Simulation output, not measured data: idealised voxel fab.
process module | voxel plated lines
The width of the displayed cross-section, cut, is 180 nm; its cells are square, with a size of 5 nm.
Cross-section layout: square cells on a grid; listed as bands, top to bottom; a band spans one or more cell rows. Band entry format. Leading values: height of top, height of bottom, nm. Remainder: materials in left-to-right order, each with its width in nm. Special words: "all across" on a single material, which then fills the band edge to edge; "empty", empty space. Ref level 0: as-received wafer is one material below here. Bottom band extends down with no lower bound ("0..down"). Width spec "30..40" -> top row of cells at first value, bottom row at second value, equal per-row change in between. You'll sometimes find "nothing changed" written for a step, and that's the way of saying that nowhere in the cross-section did a cell change during that step. "Fully sealed voids": empty spaces of 8 cells or more with no open way to the top, each given as width x height at distance, distance from the left edge, all in nm. Step line, after settings: the simulator's comment on this step. overlay nm: mask offset rightward from planned place, masked step; negative means leftward offset.
### The process steps that were planned are listed below
1,RECEIVE (material Si)
2,CONFORMAL_DEP (material SiO2; thk nm 15)
3,DIRECTIONAL_DEP (material TiN; thk nm 5)
4,PATTERN (tone open; mask id LINES; material resist; width nm 15; pitch nm 30; thk nm 20; overlay nm -15)
5,EPI (material Ru; thk nm 5)
6,STRIP (etch materials resist)
7,DIRECTIONAL_ETCH (etch materials TiN; depth nm 5)
8,CONFORMAL_DEP (material SiO2; thk nm 5)
The wafers in this document start out alike and differ in the overlay nm applied at step 4; the plan shows the value used for the first wafer.
### So this is the first of several wafers, cross-sectioned as it came to us, meaning it's at the end of step 1
    0..down | Si all across
    Fully sealed voids: none
### Basically each wafer gets a line in the table, showing it at the end of the module: material by material, the cells it gained (+) or lost (-) since we got it, then its closed voids
overlay nm -15; +6 Ru; +152 SiO2; +6 TiN; Fully sealed voids: none
overlay nm -10; +6 Ru; +152 SiO2; +6 TiN; Fully sealed voids: none
overlay nm -5; +6 Ru; +152 SiO2; +6 TiN; Fully sealed voids: none
overlay nm 0; +6 Ru; +152 SiO2; +6 TiN; Fully sealed voids: none
overlay nm 5; +6 Ru; +152 SiO2; +6 TiN; Fully sealed voids: none
overlay nm 10; +6 Ru; +152 SiO2; +6 TiN; Fully sealed voids: none
overlay nm 15; +6 Ru; +152 SiO2; +6 TiN; Fully sealed voids: none
